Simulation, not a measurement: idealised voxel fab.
process module | voxel ribs on slabs
Pictured: cross-section cut, 200 nm wide, on a grid of 5 nm square cells.
A cross-section is a grid of square cells, given in bands from the top down. A band is one or more rows of cells.
Band entry format. Leading values: height of top, height of bottom, nm. Remainder: materials in left-to-right order, each with its width in nm. Special words: "throughout" on a single material, which then fills the band edge to edge; "empty", empty space.
Basically, 0 is our baseline, since under it the wafer straight out of the box is all one material. The bottom band has no lower end and keeps on going down, so it looks like "0 nm and below".
So if you see something like "30 to 40" for the width, read it as the top row of the band sitting at the first number and the bottom row at the second, with every row in between moving by the same amount as the last.
No cell of the cross-section changed in a step that is given as "no modifications".
Heads up: "Closed cavity list" only lists the empty pockets with no open path to the top that are 8 cells or more, and it writes them as width x height at distance, distance from the left edge, in nm.
On a step's line, text after the settings is the simulator commenting on that step.
The line of a step may include "overlay nm". On a step with a mask, this value is how far to the right of its planned place the mask lay. A negative value means the mask lay to the left.

-- The steps planned for the process are as follows
1: RECEIVE,material Si
2: DIRECTIONAL_DEP,material SiO2,thk nm 25
3: DIRECTIONAL_DEP,material polySi,thk nm 15
4: MASKED_ETCH,tone cover,mask id RIB,width nm 20,etch materials polySi,depth nm 10,overlay nm 0
5: MASKED_ETCH,tone cover,mask id SLAB,width nm 60,etch materials polySi,depth nm 5,overlay nm 0
6: FILL_DEP,material SiO2,thk nm 20
7: CMP,height nm 55
8: DIRECTIONAL_DEP,material TiN,thk nm 5
9: PATTERN,tone cover,mask id HEATER,material resist,width nm 30,thk nm 15,overlay nm 0
10: DIRECTIONAL_ETCH,etch materials TiN,depth nm 5
11: STRIP,etch materials resist
12: CONFORMAL_DEP,material SiN,thk nm 10

-- Cross-section of the wafer at receipt, which is the condition after step 1
* 0 nm and below = Si throughout
* Closed cavity list: none

-- End state of the module in cross-section, given the above starting point and plan and one mistake in execution
* 70 nm to 65 nm = empty=75, then SiN=50, then empty=75
* 65 nm to 60 nm = SiN throughout
* 60 nm to 55 nm = SiN=85, then TiN=30, then SiN=85
* 55 nm to 35 nm = SiO2 throughout
* 35 nm to 25 nm = SiO2=90, then polySi=20, then SiO2=90
* 25 nm to 0 nm = SiO2 throughout
* 0 nm and below = Si throughout
* Closed cavity list: none
Nonconformance to the process plan: planned and actual differ for step 3; actual: DIRECTIONAL_DEP,material polySi,thk nm 10
